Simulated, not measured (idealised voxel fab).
The document below concerns the process module designated voxel trench capacitor.
In the cross-section labelled cut, the width is 190 nm and each square cell is 5 nm.
Cross-section, as written here: a square-cell grid given band by band from the top down, where a band holds one or more rows of cells. The entry gives the band's vertical extent as a top height and a bottom height in nm, then its horizontal make-up as materials from left to right, each with a width in nm. "empty" stands for empty space; a single material marked "all across" fills the band edge to edge. Height reference: 0 = level under which incoming wafer is all one material. Lowest band: no bottom, runs on downward, e.g. "from 0 down". The width entry "30..40" should be interpreted row by row: the top row of cells in the band takes the first number, the bottom row takes the second number, and the change between adjacent rows is uniform throughout. It should be understood that the words "nothing altered", when stated for a given step, signify that the cross-section underwent no change in any of its cells during that step. Closed empty spaces (no open way to the top) of 8 cells or more are what "Unvented voids" lists, each as width x height at distance from the left edge, nm for all three. It should be noted that, on the line of a given step, the content following the step's settings is a remark produced by the simulator itself with respect to that step. What "overlay nm" on a step's line means: if the step has a mask, that mask lay this far to the right of its planned place, or, when the value is negative, to the left.
Process steps foreseen in the plan
1. RECEIVE (material Si)
2. CONFORMAL_DEP (material SiN; thk nm 10)
3. DIRECTIONAL_DEP (material aC; thk nm 10)
4. PATTERN (tone open; mask id TRENCH; material resist; width nm 20; pitch nm 45; thk nm 30; overlay nm 0)
5. DIRECTIONAL_ETCH (etch materials aC; depth nm 10)
6. STRIP (etch materials resist)
7. DIRECTIONAL_ETCH (etch materials SiN; depth nm 10)
8. DIRECTIONAL_ETCH (etch materials Si; depth nm 35)
9. STRIP (etch materials aC)
10. CONFORMAL_DEP (material Al2O3; thk nm 5)
11. CONFORMAL_DEP (material TiN; thk nm 5)
12. FILL_DEP (material W; thk nm 5)
13. CMP (height nm 10)
Don't read the plan's width nm for step 4 as applying to every wafer: that's the first wafer's value, and the wafers differ in it, though they all start identical.
Here's the first of the wafers in cross-section, just as we got it, i.e. after step 1
  from 0 down = Si all across
  Unvented voids: none
Take any row and you have a wafer at the end of the module: how many cells of each material it has gained (+) or lost (-) since it was received, and then its closed voids
width nm 20; +40 Al2O3; -56 Si; +60 SiN; +32 TiN; Unvented voids: none
width nm 25; +42 Al2O3; -70 Si; +56 SiN; +34 TiN; +14 W; Unvented voids: none
width nm 30; +44 Al2O3; -84 Si; +52 SiN; +36 TiN; +28 W; Unvented voids: none
